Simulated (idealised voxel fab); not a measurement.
process module | voxel transistor to metal
cross-section cut | 155 nm wide | cells 5 nm
A cross-section is a grid of square cells, given in bands from the top down. A band is one or more rows of cells.
Each band's line starts with the height of the band's top and of its bottom, in nm. Then come its materials from left to right, each with its width in nm. One material with "throughout" fills the band from edge to edge. "air" is empty space.
Height 0 is the level under which the wafer as received is all one material. The lowest band goes on downwards, as in "0 down".
A width such as "30 to 40" changes by the same amount from each row of cells to the next, from the band's top row to its bottom row.
"no change" after a step means that no cell of the cross-section changed.
closed voids: empty space of 8 cells or more with no open way to the top, each as width x height at its distance from the left edge, in nm
after a step's settings: what the simulator itself notes on the step
overlay nm, on a step with a mask: how far to the right of its planned place the mask lay; to the left if negative
plan
1 op RECEIVE | material Si
2 op CONFORMAL_DEP | material SiO2 | thk nm 5
3 op CONFORMAL_DEP | material SiN | thk nm 15
4 op PATTERN | tone cover | mask id ACTIVE | material resist | width nm 105 | thk nm 15 | overlay nm 0
5 op DIRECTIONAL_ETCH | etch materials SiN | depth nm 15
6 op DIRECTIONAL_ETCH | etch materials SiO2 | depth nm 5
7 op DIRECTIONAL_ETCH | etch materials Si | depth nm 20
8 op STRIP | etch materials resist
9 op OXIDIZE | depth nm 5
10 op FILL_DEP | material SiO2 | thk nm 15
11 op CMP | height nm 20
12 op SELECTIVE_ETCH | etch materials SiO2 | depth nm 15
13 op STRIP | etch materials SiN
14 op SELECTIVE_ETCH | etch materials SiO2 | depth nm 5
15 op OXIDIZE | depth nm 5
16 op DIRECTIONAL_DEP | material polySi | thk nm 30
17 op DIRECTIONAL_DEP | material SiCN | thk nm 10
18 op DIRECTIONAL_DEP | material aC | thk nm 10
19 op PATTERN | tone cover | mask id GATE | material resist | width nm 25 | thk nm 30 | overlay nm 0
20 op DIRECTIONAL_ETCH | etch materials aC | depth nm 10
21 op STRIP | etch materials resist
22 op DIRECTIONAL_ETCH | etch materials SiCN | depth nm 20
23 op DIRECTIONAL_ETCH | etch materials polySi | depth nm 40
24 op STRIP | etch materials aC
25 op CONFORMAL_DEP | material SiO2 | thk nm 5
26 op DIRECTIONAL_ETCH | etch materials SiO2 | depth nm 5
27 op CONFORMAL_DEP | material SiN | thk nm 10
28 op DIRECTIONAL_ETCH | etch materials SiN | depth nm 10
29 op DIRECTIONAL_ETCH | etch materials SiO2 | depth nm 5
30 op DIRECTIONAL_ETCH | etch materials Si | depth nm 15
31 op EPI | material nSi | thk nm 15
32 op FILL_DEP | material SiO2 | thk nm 10
33 op CMP | height nm 40
34 op DIRECTIONAL_DEP | material SiO2 | thk nm 15
35 op PATTERN | tone open | mask id CONTACT | material resist | width nm 30 | pitch nm 65 | thk nm 20 | overlay nm 0
36 op DIRECTIONAL_ETCH | etch materials SiO2 | depth nm 60
37 op STRIP | etch materials resist
38 op CONFORMAL_DEP | material TiN | thk nm 5
39 op FILL_DEP | material Ru | thk nm 5
40 op CMP | height nm 55
41 op CONFORMAL_DEP | material SiCN | thk nm 5
42 op DIRECTIONAL_DEP | material SiO2 | thk nm 25
43 op MASKED_ETCH | tone open | mask id METAL_1 | width nm 20 | pitch nm 75 | etch materials SiO2 | depth nm 25 | overlay nm 0
44 op MASKED_ETCH | tone open | mask id METAL_1 | width nm 20 | pitch nm 75 | etch materials SiCN | depth nm 5 | overlay nm 0
45 op CONFORMAL_DEP | material TiN | thk nm 5
46 op FILL_DEP | material Cu | thk nm 5
47 op CMP | height nm 85
48 op CONFORMAL_DEP | material SiN | thk nm 5
as received, after step 1
  0 down: Si throughout
  closed voids: none
a wafer at the end: this start, this plan, one mistake
  90 to 85: SiN throughout
  85 to 65: SiO2 30 | TiN 5 | Cu 10 | TiN 5 | SiO2 55 | TiN 5 | Cu 10 | TiN 5 | SiO2 30
  65 to 60: SiO2 30 | TiN 20 | SiO2 55 | TiN 20 | SiO2 30
  60 to 55: Ru throughout
  55 to 45: SiO2 30 | TiN 5 | Ru 20 | TiN 5 | SiO2 35 | TiN 5 | Ru 20 | TiN 5 | SiO2 30
  45 to 40: SiO2 30 | TiN 5 | Ru 10 | TiN 15 | SiO2 35 | TiN 15 | Ru 10 | TiN 5 | SiO2 30
  40 to 30: SiO2 30 | TiN 5 | Ru 10 | TiN 5 | SiN 10 | SiO2 5 | SiCN 25 | SiO2 5 | SiN 10 | TiN 5 | Ru 10 | TiN 5 | SiO2 30
  30 to 15: SiO2 30 | TiN 5 | Ru 10 | TiN 5 | SiN 10 | SiO2 5 | polySi 25 | SiO2 5 | SiN 10 | TiN 5 | Ru 10 | TiN 5 | SiO2 30
  15 to 10: SiO2 30 | TiN 20 | SiN 10 | SiO2 5 | polySi 25 | SiO2 5 | SiN 10 | TiN 20 | SiO2 30
  10 to 0: SiO2 30 | TiN 5 | nSi 15 | SiN 10 | SiO2 5 | polySi 25 | SiO2 5 | SiN 10 | nSi 15 | TiN 5 | SiO2 30
  0 to -5: SiO2 30 | TiN 5 | nSi 15 | SiO2 55 | nSi 15 | TiN 5 | SiO2 30
  -5 to -20: SiO2 30 | nSi 20 | Si 55 | nSi 20 | SiO2 30
  -20 to -25: SiO2 30 | Si 95 | SiO2 30
  -25 down: Si throughout
  closed voids: none
what went wrong: step 41 ran as: op CONFORMAL_DEP | material Ru | thk nm 5
